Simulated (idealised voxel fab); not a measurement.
process module | voxel capacitor over wiring
cross-section cut | 270 nm wide | cells 5 nm
A cross-section is a grid of square cells, given in bands from the top down. A band is one or more rows of cells.
Each band's line starts with the height of the band's top and of its bottom, in nm. Then come its materials from left to right, each with its width in nm. One material with "throughout" fills the band from edge to edge. "air" is empty space.
Height 0 is the level under which the wafer as received is all one material. The lowest band goes on downwards, as in "0 down".
A width such as "30 to 40" changes by the same amount from each row of cells to the next, from the band's top row to its bottom row.
"no change" after a step means that no cell of the cross-section changed.
closed voids: empty space of 8 cells or more with no open way to the top, each as width x height at its distance from the left edge, in nm
after a step's settings: what the simulator itself notes on the step
overlay nm, on a step with a mask: how far to the right of its planned place the mask lay; to the left if negative
plan
1 op RECEIVE | material Si
2 op CONFORMAL_DEP | material SiO2 | thk nm 10
3 op CONFORMAL_DEP | material SiN | thk nm 5
4 op DIRECTIONAL_DEP | material SiO2 | thk nm 20
5 op DIRECTIONAL_DEP | material aC | thk nm 10
6 op PATTERN | tone open | mask id METAL_1 | material resist | width nm 25 | pitch nm 80 | thk nm 25 | overlay nm 0
7 op DIRECTIONAL_ETCH | etch materials aC | depth nm 10
8 op STRIP | etch materials resist
9 op DIRECTIONAL_ETCH | etch materials SiO2 | depth nm 20
10 op DIRECTIONAL_ETCH | etch materials SiN | depth nm 5
11 op STRIP | etch materials aC
12 op CONFORMAL_DEP | material TiN | thk nm 5
13 op FILL_DEP | material Ru | thk nm 5
14 op CMP | height nm 35
15 op CONFORMAL_DEP | material SiCN | thk nm 5
16 op DIRECTIONAL_DEP | material lowk | thk nm 10
17 op PATTERN | tone open | mask id PLUG_1 | material resist | width nm 15 | thk nm 20 | overlay nm 0
18 op DIRECTIONAL_ETCH | etch materials lowk | depth nm 10
19 op DIRECTIONAL_ETCH | etch materials SiCN | depth nm 5
20 op STRIP | etch materials resist
21 op CONFORMAL_DEP | material TiN | thk nm 5
22 op FILL_DEP | material W | thk nm 10
23 op CMP | height nm 50
24 op DIRECTIONAL_DEP | material TiN | thk nm 5
25 op DIRECTIONAL_DEP | material Al2O3 | thk nm 5
26 op DIRECTIONAL_DEP | material TiN | thk nm 5
27 op DIRECTIONAL_DEP | material aC | thk nm 15
28 op PATTERN | tone cover | mask id UPPER_PLATE | material resist | width nm 60 | thk nm 35 | overlay nm 0
29 op DIRECTIONAL_ETCH | etch materials aC | depth nm 15
30 op STRIP | etch materials resist
31 op DIRECTIONAL_ETCH | etch materials TiN | depth nm 5
32 op DIRECTIONAL_ETCH | etch materials Al2O3 | depth nm 5
33 op STRIP | etch materials aC
34 op MASKED_ETCH | tone cover | mask id LOWER_PLATE | width nm 70 | etch materials TiN | depth nm 5 | overlay nm 0
35 op FILL_DEP | material SiO2 | thk nm 20
36 op CMP | height nm 80
37 op DIRECTIONAL_DEP | material aC | thk nm 15
38 op PATTERN | tone open | mask id PLUG_2 | material resist | width nm 15 | thk nm 35 | overlay nm 0
39 op DIRECTIONAL_ETCH | etch materials aC | depth nm 15
40 op STRIP | etch materials resist
41 op DIRECTIONAL_ETCH | etch materials SiO2 | depth nm 15
42 op STRIP | etch materials aC
43 op CONFORMAL_DEP | material TiN | thk nm 5
44 op FILL_DEP | material Ru | thk nm 5
45 op CMP | height nm 70
46 op CONFORMAL_DEP | material SiN | thk nm 5
varied across the wafers: height nm of step 45. The plan shows the first wafer's value. All wafers start alike
first wafer as received, after step 1
  0 down: Si throughout
  closed voids: none
each wafer at the end: cells of each material gained (+) or lost (-) since it was received, then its closed voids
height nm 70 | +12 Al2O3 | +24 Ru | +51 SiCN | +98 SiN | +459 SiO2 | +62 TiN | +2 W | +102 lowk | closed voids: none
height nm 75 | +12 Al2O3 | +25 Ru | +51 SiCN | +98 SiN | +510 SiO2 | +64 TiN | +2 W | +102 lowk | closed voids: none
height nm 80 | +12 Al2O3 | +26 Ru | +51 SiCN | +98 SiN | +561 SiO2 | +66 TiN | +2 W | +102 lowk | closed voids: none
height nm 85 | +12 Al2O3 | +27 Ru | +51 SiCN | +98 SiN | +561 SiO2 | +119 TiN | +2 W | +102 lowk | closed voids: none
height nm 90 | +12 Al2O3 | +81 Ru | +51 SiCN | +98 SiN | +561 SiO2 | +119 TiN | +2 W | +102 lowk | closed voids: none
